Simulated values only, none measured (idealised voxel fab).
Process module, titled voxel tone inversion
Shown is cross-section cut, with a width of 255 nm and square cells of size 5 nm.
For the purposes of this document, a cross-section shall be understood as a grid of square cells, specified as bands listed in top-to-bottom order, each band consisting of one or more rows of cells.
A band entry consists of two parts. The first gives the height of the band's top and the height of its bottom, in nm. The rest lists the band's materials from left to right, each with its width in nm. A single material labelled with the word "full width" fills the band from edge to edge, and the word "empty" marks empty space.
Height datum 0, below which the as-received substrate wafer is one material. Lowest band open at the bottom, running downward: "0 nm and below".
A two-number width, for instance "30..40", indicates that the width is equal to the first number in the top row of the band and to the second number in the bottom row, and that it changes by a constant amount per row of cells.
"no change occurred" after a step means that no cell of the cross-section changed.
You'll see "Trapped void list" listing empty spaces that have no way open to the top, as long as they're 8 cells or more; the notation is width x height at distance, where the distance is from the left edge, and all of it is in nm.
On each step's line, the part that comes after the settings is the simulator's own comment on the step.
A step line may carry the setting "overlay nm", which, for steps involving a mask, states the distance by which the mask lay to the right of its intended position; negative values denote displacement to the left.
Set out below are the planned steps of the process:
1 RECEIVE | material Si
2 CONFORMAL_DEP | material SiN | thk nm 5
3 DIRECTIONAL_DEP | material aC | thk nm 20
4 PATTERN | tone cover | mask id POSTS | material resist | width nm 20 | pitch nm 35 | thk nm 30 | overlay nm 0
5 DIRECTIONAL_ETCH | etch materials aC | depth nm 20
6 STRIP | etch materials resist
7 FILL_DEP | material SiO2 | thk nm 5
8 CMP | height nm 25
9 STRIP | etch materials aC
10 CONFORMAL_DEP | material TiN | thk nm 5
11 FILL_DEP | material W | thk nm 5
12 CMP | height nm 25
13 CONFORMAL_DEP | material SiN | thk nm 5
Cross-section: wafer on arrival = after step 1:
0 nm and below: Si full width
Trapped void list: none
Post-module cross-section: identical start and plan to those above, one misstep in execution:
30 nm to 25 nm: SiN full width
25 nm to 20 nm: TiN (85) | W (10) | TiN (25) | W (10) | TiN (25) | W (10) | TiN (90)
20 nm to 10 nm: SiO2 (80) | TiN (5) | W (10) | TiN (5) | SiO2 (15) | TiN (5) | W (10) | TiN (5) | SiO2 (15) | TiN (5) | W (10) | TiN (5) | SiO2 (85)
10 nm to 5 nm: SiO2 (80) | TiN (20) | SiO2 (15) | TiN (20) | SiO2 (15) | TiN (20) | SiO2 (85)
5 nm to 0 nm: SiN full width
0 nm and below: Si full width
Trapped void list: none
Against the plan, the run slipped here: step 8 did not use the planned setting and instead ran as CMP | height nm 20
